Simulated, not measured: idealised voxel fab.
Process module, titled voxel spacer lines
Shown is cross-section cut, with a width of 230 nm and square cells of size 5 nm.
In this document a cross-section is written as a grid of square cells. It is given as a series of bands, listed from the top down, and a band is one or more rows of cells. For a band, the entry starts with two heights in nm, that of the top and then that of the bottom, and carries on with the band's materials in order from left to right, each alongside its width in nm; the word "all across" beside a single material means it fills the band edge to edge, and "empty" means empty space. Below 0: as-received wafer, all one material; heights counted from there. Lowest band: no bottom, goes on down, written "0 -> down". Read "30->40" as a graded width: first number on top, second number at the bottom, same change between each pair of neighbouring rows. Any step labelled "remains unaltered" changed none of the cells in the cross-section. Entry "Fully sealed voids" = empty spaces >= 8 cells with no open way to the top; each as width x height at distance, distance from left edge, all nm. Step line, after settings: the simulator's comment on this step. What "overlay nm" on a step's line means: if the step has a mask, that mask lay this far to the right of its planned place, or, when the value is negative, to the left.
Process steps - plan
1 RECEIVE [material Si]
2 CONFORMAL_DEP [material Al2O3] [thk nm 5]
3 DIRECTIONAL_DEP [material SiN] [thk nm 15]
4 DIRECTIONAL_DEP [material aC] [thk nm 25]
5 PATTERN [tone cover] [mask id MANDREL] [material resist] [width nm 15] [pitch nm 80] [thk nm 30] [overlay nm 0]
6 DIRECTIONAL_ETCH [etch materials aC] [depth nm 25]
7 STRIP [etch materials resist]
8 CONFORMAL_DEP [material SiO2] [thk nm 15]
9 DIRECTIONAL_ETCH [etch materials SiO2] [depth nm 15]
10 STRIP [etch materials aC]
11 DIRECTIONAL_ETCH [etch materials SiN] [depth nm 15]
12 STRIP [etch materials SiO2]
Variable across wafers: step 5 width nm (plan value is that of the first wafer; starting state common to all).
The first of several wafers in cross-section, exactly as it reached us after step 1
0 -> down = Si all across
Fully sealed voids: none
So in this table every wafer gets its own row, and what you see is where it stands at the end of the module: for each material, how many cells it picked up (+) or gave up (-) since we received it, and after that its closed voids
width nm 15, +46 Al2O3, +36 SiN, Fully sealed voids: none
width nm 20, +46 Al2O3, +36 SiN, Fully sealed voids: none
width nm 25, +46 Al2O3, +36 SiN, Fully sealed voids: none
width nm 30, +46 Al2O3, +36 SiN, Fully sealed voids: none
width nm 35, +46 Al2O3, +36 SiN, Fully sealed voids: none
width nm 40, +46 Al2O3, +36 SiN, Fully sealed voids: none
